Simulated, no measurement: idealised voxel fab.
process module | voxel ribs on slabs
cross-section cut | 220 nm wide | cells 5 nm
A cross-section is a grid of square cells, given in bands from the top down. A band is one or more rows of cells.
Each band's line starts with the height of the band's top and of its bottom, in nm. Then come its materials from left to right, each with its width in nm. One material with "throughout" fills the band from edge to edge. "air" is empty space.
Height 0 is the level under which the wafer as received is all one material. The lowest band goes on downwards, as in "0 down".
A width such as "30 to 40" changes by the same amount from each row of cells to the next, from the band's top row to its bottom row.
"no change" after a step means that no cell of the cross-section changed.
closed voids: empty space of 8 cells or more with no open way to the top, each as width x height at its distance from the left edge, in nm
after a step's settings: what the simulator itself notes on the step
overlay nm, on a step with a mask: how far to the right of its planned place the mask lay; to the left if negative
Each pair below shows a cross-section before one step and the cross-section after it, down to the lowest band that changed. The line under each pair gives the step between them, with its settings. The pairs can come from different runs of this module on the same starting wafer, so a pair continues from the pair above only where its "before" says so.
before
  0 down: Si throughout
  closed voids: none
after
  30 to 0: SiO2 throughout
  below 0: unchanged
  closed voids: none
the step between: op DIRECTIONAL_DEP | material SiO2 | thk nm 30
before: the cross-section after the pair above
after
  45 to 30: polySi throughout
  below 30: unchanged
  closed voids: none
the step between: op DIRECTIONAL_DEP | material polySi | thk nm 15
before: the cross-section after the pair above
after
  45 to 35: air 100 | polySi 15 | air 105
  below 35: unchanged
  closed voids: none
the step between: op MASKED_ETCH | tone cover | mask id RIB | width nm 15 | etch materials polySi | depth nm 10 | overlay nm 0
before: the cross-section after the pair above
after
  45 to 35: air 100 | polySi 15 | air 105
  35 to 30: air 75 | polySi 65 | air 80
  below 30: unchanged
  closed voids: none
the step between: op MASKED_ETCH | tone cover | mask id SLAB | width nm 65 | etch materials polySi | depth nm 5 | overlay nm 0
before: the cross-section after the pair above
after
  70 to 45: SiO2 throughout
  45 to 35: SiO2 100 | polySi 15 | SiO2 105
  35 to 30: SiO2 75 | polySi 65 | SiO2 80
  below 30: unchanged
  closed voids: none
the step between: op FILL_DEP | material SiO2 | thk nm 25
before: the cross-section after the pair above
after
  65 to 45: SiO2 throughout
  below 45: unchanged
  closed voids: none
the step between: op CMP | height nm 65
before: the cross-section after the pair above
after
  75 to 65: TiN throughout
  below 65: unchanged
  closed voids: none
the step between: op DIRECTIONAL_DEP | material TiN | thk nm 10
before: the cross-section after the pair above
after
  95 to 75: air 95 | resist 25 | air 100
  below 75: unchanged
  closed voids: none
the step between: op PATTERN | tone cover | mask id HEATER | material resist | width nm 25 | thk nm 20 | overlay nm 0
before: the cross-section after the pair above
after
  95 to 75: air 95 | resist 25 | air 100
  75 to 65: air 95 | TiN 25 | air 100
  below 65: unchanged
  closed voids: none
the step between: op DIRECTIONAL_ETCH | etch materials TiN | depth nm 10
before: the cross-section after the pair above
after
  75 to 65: air 95 | TiN 25 | air 100
  below 65: unchanged
  closed voids: none
the step between: op STRIP | etch materials resist
before: the cross-section after the pair above
after
  80 to 75: air 90 | SiO2 35 | air 95
  75 to 70: air 90 | SiO2 5 | TiN 25 | SiO2 5 | air 95
  70 to 65: SiO2 95 | TiN 25 | SiO2 100
  below 65: unchanged
  closed voids: none
the step between: op CONFORMAL_DEP | material SiO2 | thk nm 5
before
  30 to 0: SiO2 throughout
  0 down: Si throughout
  closed voids: none
after
  60 to 0: SiO2 throughout
  below 0: unchanged
  closed voids: none
the step between: op DIRECTIONAL_DEP | material SiO2 | thk nm 30
before: the cross-section after the pair above
after
  75 to 60: polySi throughout
  below 60: unchanged
  closed voids: none
the step between: op DIRECTIONAL_DEP | material polySi | thk nm 15
before: the cross-section after the pair above
after
  75 to 65: air 100 | polySi 15 | air 105
  below 65: unchanged
  closed voids: none
the step between: op MASKED_ETCH | tone cover | mask id RIB | width nm 15 | etch materials polySi | depth nm 10 | overlay nm 0
before: the cross-section after the pair above
after
  75 to 65: air 100 | polySi 15 | air 105
  65 to 60: air 75 | polySi 65 | air 80
  below 60: unchanged
  closed voids: none
the step between: op MASKED_ETCH | tone cover | mask id SLAB | width nm 65 | etch materials polySi | depth nm 5 | overlay nm 0
before: the cross-section after the pair above
after
  100 to 75: SiO2 throughout
  75 to 65: SiO2 100 | polySi 15 | SiO2 105
  65 to 60: SiO2 75 | polySi 65 | SiO2 80
  below 60: unchanged
  closed voids: none
the step between: op FILL_DEP | material SiO2 | thk nm 25
before: the cross-section after the pair above
after
  65 to 60: SiO2 75 | polySi 65 | SiO2 80
  below 60: unchanged
  closed voids: none
the step between: op CMP | height nm 65
before: the cross-section after the pair above
after
  75 to 65: TiN throughout
  below 65: unchanged
  closed voids: none
the step between: op DIRECTIONAL_DEP | material TiN | thk nm 10
before: the cross-section after the pair above
after
  95 to 75: air 95 | resist 25 | air 100
  below 75: unchanged
  closed voids: none
the step between: op PATTERN | tone cover | mask id HEATER | material resist | width nm 25 | thk nm 20 | overlay nm 0
before: the cross-section after the pair above
after
  95 to 75: air 95 | resist 25 | air 100
  75 to 65: air 95 | TiN 25 | air 100
  below 65: unchanged
  closed voids: none
the step between: op DIRECTIONAL_ETCH | etch materials TiN | depth nm 10
before: the cross-section after the pair above
after
  75 to 65: air 95 | TiN 25 | air 100
  below 65: unchanged
  closed voids: none
the step between: op STRIP | etch materials resist
before: the cross-section after the pair above
after
  80 to 75: air 90 | SiO2 35 | air 95
  75 to 70: air 90 | SiO2 5 | TiN 25 | SiO2 5 | air 95
  70 to 65: SiO2 95 | TiN 25 | SiO2 100
  below 65: unchanged
  closed voids: none
the step between: op CONFORMAL_DEP | material SiO2 | thk nm 5
before
  0 down: Si throughout
  closed voids: none
after
  15 to 0: polySi throughout
  below 0: unchanged
  closed voids: none
the step between: op DIRECTIONAL_DEP | material polySi | thk nm 15
before: the cross-section after the pair above
after
  45 to 15: SiO2 throughout
  below 15: unchanged
  closed voids: none
the step between: op DIRECTIONAL_DEP | material SiO2 | thk nm 30
before: the cross-section after the pair above
after
  70 to 15: SiO2 throughout
  below 15: unchanged
  closed voids: none
the step between: op FILL_DEP | material SiO2 | thk nm 25
before: the cross-section after the pair above
after
  65 to 15: SiO2 throughout
  below 15: unchanged
  closed voids: none
the step between: op CMP | height nm 65
before: the cross-section after the pair above
after
  75 to 65: TiN throughout
  below 65: unchanged
  closed voids: none
the step between: op DIRECTIONAL_DEP | material TiN | thk nm 10
before: the cross-section after the pair above
after
  95 to 75: air 95 | resist 25 | air 100
  below 75: unchanged
  closed voids: none
the step between: op PATTERN | tone cover | mask id HEATER | material resist | width nm 25 | thk nm 20 | overlay nm 0
before: the cross-section after the pair above
after
  95 to 75: air 95 | resist 25 | air 100
  75 to 65: air 95 | TiN 25 | air 100
  below 65: unchanged
  closed voids: none
the step between: op DIRECTIONAL_ETCH | etch materials TiN | depth nm 10
before: the cross-section after the pair above
after
  75 to 65: air 95 | TiN 25 | air 100
  below 65: unchanged
  closed voids: none
the step between: op STRIP | etch materials resist
before: the cross-section after the pair above
after
  80 to 75: air 90 | SiO2 35 | air 95
  75 to 70: air 90 | SiO2 5 | TiN 25 | SiO2 5 | air 95
  70 to 65: SiO2 95 | TiN 25 | SiO2 100
  below 65: unchanged
  closed voids: none
the step between: op CONFORMAL_DEP | material SiO2 | thk nm 5
before
  70 to 45: SiO2 throughout
  45 to 35: SiO2 100 | polySi 15 | SiO2 105
  35 to 30: SiO2 75 | polySi 65 | SiO2 80
  30 to 0: SiO2 throughout
  0 down: Si throughout
  closed voids: none
after
  60 to 45: SiO2 throughout
  below 45: unchanged
  closed voids: none
the step between: op CMP | height nm 60
before: the cross-section after the pair above
after
  70 to 60: TiN throughout
  below 60: unchanged
  closed voids: none
the step between: op DIRECTIONAL_DEP | material TiN | thk nm 10
before: the cross-section after the pair above
after
  90 to 70: air 95 | resist 25 | air 100
  below 70: unchanged
  closed voids: none
the step between: op PATTERN | tone cover | mask id HEATER | material resist | width nm 25 | thk nm 20 | overlay nm 0
before: the cross-section after the pair above
after
  90 to 70: air 95 | resist 25 | air 100
  70 to 60: air 95 | TiN 25 | air 100
  below 60: unchanged
  closed voids: none
the step between: op DIRECTIONAL_ETCH | etch materials TiN | depth nm 10
before: the cross-section after the pair above
after
  70 to 60: air 95 | TiN 25 | air 100
  below 60: unchanged
  closed voids: none
the step between: op STRIP | etch materials resist
before: the cross-section after the pair above
after
  75 to 70: air 90 | SiO2 35 | air 95
  70 to 65: air 90 | SiO2 5 | TiN 25 | SiO2 5 | air 95
  65 to 60: SiO2 95 | TiN 25 | SiO2 100
  below 60: unchanged
  closed voids: none
the step between: op CONFORMAL_DEP | material SiO2 | thk nm 5
before
  45 to 30: polySi throughout
  30 to 0: SiO2 throughout
  0 down: Si throughout
  closed voids: none
after
  45 to 35: air 100 | polySi 20 | air 100
  below 35: unchanged
  closed voids: none
the step between: op MASKED_ETCH | tone cover | mask id RIB | width nm 20 | etch materials polySi | depth nm 10 | overlay nm 0
before: the cross-section after the pair above
after
  45 to 35: air 100 | polySi 20 | air 100
  35 to 30: air 75 | polySi 65 | air 80
  below 30: unchanged
  closed voids: none
the step between: op MASKED_ETCH | tone cover | mask id SLAB | width nm 65 | etch materials polySi | depth nm 5 | overlay nm 0
before: the cross-section after the pair above
after
  70 to 45: SiO2 throughout
  45 to 35: SiO2 100 | polySi 20 | SiO2 100
  35 to 30: SiO2 75 | polySi 65 | SiO2 80
  below 30: unchanged
  closed voids: none
the step between: op FILL_DEP | material SiO2 | thk nm 25
before: the cross-section after the pair above
after
  65 to 45: SiO2 throughout
  below 45: unchanged
  closed voids: none
the step between: op CMP | height nm 65
before: the cross-section after the pair above
after
  75 to 65: TiN throughout
  below 65: unchanged
  closed voids: none
the step between: op DIRECTIONAL_DEP | material TiN | thk nm 10
before: the cross-section after the pair above
after
  95 to 75: air 95 | resist 25 | air 100
  below 75: unchanged
  closed voids: none
the step between: op PATTERN | tone cover | mask id HEATER | material resist | width nm 25 | thk nm 20 | overlay nm 0
before: the cross-section after the pair above
after
  95 to 75: air 95 | resist 25 | air 100
  75 to 65: air 95 | TiN 25 | air 100
  below 65: unchanged
  closed voids: none
the step between: op DIRECTIONAL_ETCH | etch materials TiN | depth nm 10
before: the cross-section after the pair above
after
  75 to 65: air 95 | TiN 25 | air 100
  below 65: unchanged
  closed voids: none
the step between: op STRIP | etch materials resist
before: the cross-section after the pair above
after
  80 to 75: air 90 | SiO2 35 | air 95
  75 to 70: air 90 | SiO2 5 | TiN 25 | SiO2 5 | air 95
  70 to 65: SiO2 95 | TiN 25 | SiO2 100
  below 65: unchanged
  closed voids: none
the step between: op CONFORMAL_DEP | material SiO2 | thk nm 5
before
  45 to 35: air 100 | polySi 15 | air 105
  35 to 30: polySi throughout
  30 to 0: SiO2 throughout
  0 down: Si throughout
  closed voids: none
after
  45 to 35: air 100 | polySi 15 | air 105
  35 to 30: air 80 | polySi 65 | air 75
  below 30: unchanged
  closed voids: none
the step between: op MASKED_ETCH | tone cover | mask id SLAB | width nm 65 | etch materials polySi | depth nm 5 | overlay nm 5
before: the cross-section after the pair above
after
  70 to 45: SiO2 throughout
  45 to 35: SiO2 100 | polySi 15 | SiO2 105
  35 to 30: SiO2 80 | polySi 65 | SiO2 75
  below 30: unchanged
  closed voids: none
the step between: op FILL_DEP | material SiO2 | thk nm 25
before: the cross-section after the pair above
after
  65 to 45: SiO2 throughout
  below 45: unchanged
  closed voids: none
the step between: op CMP | height nm 65
before: the cross-section after the pair above
after
  75 to 65: TiN throughout
  below 65: unchanged
  closed voids: none
the step between: op DIRECTIONAL_DEP | material TiN | thk nm 10
before: the cross-section after the pair above
after
  95 to 75: air 95 | resist 25 | air 100
  below 75: unchanged
  closed voids: none
the step between: op PATTERN | tone cover | mask id HEATER | material resist | width nm 25 | thk nm 20 | overlay nm 0
before: the cross-section after the pair above
after
  95 to 75: air 95 | resist 25 | air 100
  75 to 65: air 95 | TiN 25 | air 100
  below 65: unchanged
  closed voids: none
the step between: op DIRECTIONAL_ETCH | etch materials TiN | depth nm 10
before: the cross-section after the pair above
after
  75 to 65: air 95 | TiN 25 | air 100
  below 65: unchanged
  closed voids: none
the step between: op STRIP | etch materials resist
before: the cross-section after the pair above
after
  80 to 75: air 90 | SiO2 35 | air 95
  75 to 70: air 90 | SiO2 5 | TiN 25 | SiO2 5 | air 95
  70 to 65: SiO2 95 | TiN 25 | SiO2 100
  below 65: unchanged
  closed voids: none
the step between: op CONFORMAL_DEP | material SiO2 | thk nm 5
before
  75 to 65: air 95 | TiN 25 | air 100
  65 to 45: SiO2 throughout
  45 to 35: SiO2 100 | polySi 15 | SiO2 105
  35 to 30: SiO2 75 | polySi 65 | SiO2 80
  30 to 0: SiO2 throughout
  0 down: Si throughout
  closed voids: none
after
  80 to 70: air 90 | TiN 35 | air 95
  70 to 65: TiN throughout
  below 65: unchanged
  closed voids: none
the step between: op CONFORMAL_DEP | material TiN | thk nm 5
before
  75 to 65: TiN throughout
  65 to 45: SiO2 throughout
  45 to 35: SiO2 100 | polySi 15 | SiO2 105
  35 to 30: SiO2 75 | polySi 65 | SiO2 80
  30 to 0: SiO2 throughout
  0 down: Si throughout
  closed voids: none
after
  95 to 75: resist 95 | air 25 | resist 100
  below 75: unchanged
  closed voids: none
the step between: op PATTERN | tone open | mask id HEATER | material resist | width nm 25 | thk nm 20 | overlay nm 0
before: the cross-section after the pair above
after
  95 to 75: resist 95 | air 25 | resist 100
  75 to 65: TiN 95 | air 25 | TiN 100
  below 65: unchanged
  closed voids: none
the step between: op DIRECTIONAL_ETCH | etch materials TiN | depth nm 10
before: the cross-section after the pair above
after
  75 to 65: TiN 95 | air 25 | TiN 100
  below 65: unchanged
  closed voids: none
the step between: op STRIP | etch materials resist
before: the cross-section after the pair above
after
  80 to 75: SiO2 100 | air 15 | SiO2 105
  75 to 70: TiN 95 | SiO2 5 | air 15 | SiO2 5 | TiN 100
  70 to 65: TiN 95 | SiO2 25 | TiN 100
  below 65: unchanged
  closed voids: none
the step between: op CONFORMAL_DEP | material SiO2 | thk nm 5
